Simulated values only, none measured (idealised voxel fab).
process module | voxel released beams
cross-section cut | 265 nm wide | cells 5 nm
A cross-section is a grid of square cells, given in bands from the top down. A band is one or more rows of cells.
Each band's line starts with the height of the band's top and of its bottom, in nm. Then come its materials from left to right, each with its width in nm. One material with "throughout" fills the band from edge to edge. "air" is empty space.
Height 0 is the level under which the wafer as received is all one material. The lowest band goes on downwards, as in "0 down".
A width such as "30 to 40" changes by the same amount from each row of cells to the next, from the band's top row to its bottom row.
"no change" after a step means that no cell of the cross-section changed.
closed voids: empty space of 8 cells or more with no open way to the top, each as width x height at its distance from the left edge, in nm
after a step's settings: what the simulator itself notes on the step
overlay nm, on a step with a mask: how far to the right of its planned place the mask lay; to the left if negative
plan
1 op RECEIVE | material Si
2 op CONFORMAL_DEP | material SiN | thk nm 5
3 op DIRECTIONAL_DEP | material SiO2 | thk nm 20
4 op DIRECTIONAL_DEP | material aC | thk nm 15
5 op PATTERN | tone open | mask id ANCHOR | material resist | width nm 45 | thk nm 35 | overlay nm 0
6 op DIRECTIONAL_ETCH | etch materials aC | depth nm 15
7 op STRIP | etch materials resist
8 op DIRECTIONAL_ETCH | etch materials SiO2 | depth nm 20
9 op STRIP | etch materials aC
10 op CONFORMAL_DEP | material W | thk nm 5
11 op DIRECTIONAL_DEP | material aC | thk nm 10
12 op PATTERN | tone cover | mask id BEAM | material resist | width nm 95 | thk nm 30 | overlay nm 0
13 op DIRECTIONAL_ETCH | etch materials aC | depth nm 10
14 op STRIP | etch materials resist
15 op DIRECTIONAL_ETCH | etch materials W | depth nm 15
16 op STRIP | etch materials aC
17 op STRIP | etch materials SiO2
varied across the wafers: thk nm of step 10. The plan shows the first wafer's value. All wafers start alike
first wafer as received, after step 1
  0 down: Si throughout
  closed voids: none
first wafer at the end, after step 17
  30 to 25: air 80 | W 10 | air 35 | W 50 | air 90
  25 to 10: air 85 | W 5 | air 35 | W 5 | air 135
  10 to 5: air 85 | W 45 | air 135
  5 to 0: SiN throughout
  0 down: Si throughout
  closed voids: none
last wafer at the end
  55 to 40: air 80 | W 95 | air 90
  40 to 25: W throughout
  25 to 5: SiO2 85 | W 45 | SiO2 135
  5 to 0: SiN throughout
  0 down: Si throughout
  closed voids: none
each wafer at the end: cells of each material gained (+) or lost (-) since it was received, then its closed voids
thk nm 5 | +53 SiN | +27 W | closed voids: none
thk nm 10 | +53 SiN | +54 W | closed voids: none
thk nm 15 | +53 SiN | +81 W | closed voids: none
thk nm 20 | +53 SiN | +176 SiO2 | +142 W | closed voids: none
thk nm 25 | +53 SiN | +176 SiO2 | +199 W | closed voids: none
thk nm 30 | +53 SiN | +176 SiO2 | +252 W | closed voids: none
